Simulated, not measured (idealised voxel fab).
Process module name: voxel released beams
For reference, the cross-section in this document is cut, with width 200 nm and square cells of 5 nm.
We lay out every cross-section as a grid of square cells and spell it out in bands from the top down, where one band means one or more rows of cells.
Each band's line starts with the height of the band's top and of its bottom, in nm. Then come its materials from left to right, each with its width in nm. One material with "throughout" fills the band from edge to edge. "air" is empty space.
Heights are measured from 0, the level below which the as-received wafer is all one material; the lowest band has no bottom and continues downward, written as in "top 0, no bottom".
The expression "30 to 40" gives the width at the extremes of the band, the first number at its top row of cells and the second at its bottom row, with the width changing by equal amounts from each row to the next in between.
When a step is marked "nothing altered", none of the cells in the cross-section changed during that step.
"Unvented internal voids": sealed empty spaces, 8 cells or more, no open way to top, listed width x height at distance, with distance from the left edge and width, height and distance in nm.
That trailing text on a step's line, after the settings, is the simulator's own remark on the step.
The optional step-line setting "overlay nm" applies to steps with a mask and quantifies how far to the right of its planned location the mask lay, a negative value indicating leftward placement.

### The following list gives the planned process steps
1,op RECEIVE | material Si
2,op CONFORMAL_DEP | material SiN | thk nm 5
3,op DIRECTIONAL_DEP | material SiO2 | thk nm 20
4,op MASKED_ETCH | tone open | mask id ANCHOR | width nm 35 | etch materials SiO2 | depth nm 20 | overlay nm 0
5,op CONFORMAL_DEP | material TiN | thk nm 15
6,op DIRECTIONAL_DEP | material aC | thk nm 15
7,op PATTERN | tone cover | mask id BEAM | material resist | width nm 90 | thk nm 30 | overlay nm 0
8,op DIRECTIONAL_ETCH | etch materials aC | depth nm 15
9,op STRIP | etch materials resist
10,op DIRECTIONAL_ETCH | etch materials TiN | depth nm 15
11,op STRIP | etch materials aC
12,op STRIP | etch materials SiO2

### As-received state of the wafer in cross-section, equivalent to post-step 1
  top 0, no bottom | Si throughout
  Unvented internal voids: none

### First wafer of two, sectioned at end of module; run went per plan
  top 40, bottom 25 | air=50, TiN=20, air=5, TiN=65, air=60
  top 25, bottom 20 | air=55, TiN=15, air=5, TiN=15, air=110
  top 20, bottom 5 | air=55, TiN=35, air=110
  top 5, bottom 0 | SiN throughout
  top 0, no bottom | Si throughout
  Unvented internal voids: none

### Wafer two (of two), end-of-module cross-section: start = wafer one, plan = wafer one, one run mistake
  top 40, bottom 25 | air=50, TiN=55, air=95
  top 25, bottom 20 | air=40, TiN=15, SiO2=35, TiN=15, air=95
  top 20, bottom 5 | air=40, TiN=15, SiO2=35, TiN=50, air=60
  top 5, bottom 0 | SiN throughout
  top 0, no bottom | Si throughout
  Unvented internal voids: none
What broke from the plan during processing? for step 4, the planned setting was not used; the step was instead run as op MASKED_ETCH | tone cover | mask id ANCHOR | width nm 35 | etch materials SiO2 | depth nm 20 | overlay nm 0
It is noted that, at the conclusion of processing, the second wafer exhibits a higher or lower cell count for certain materials relative to the first: SiO2 +28
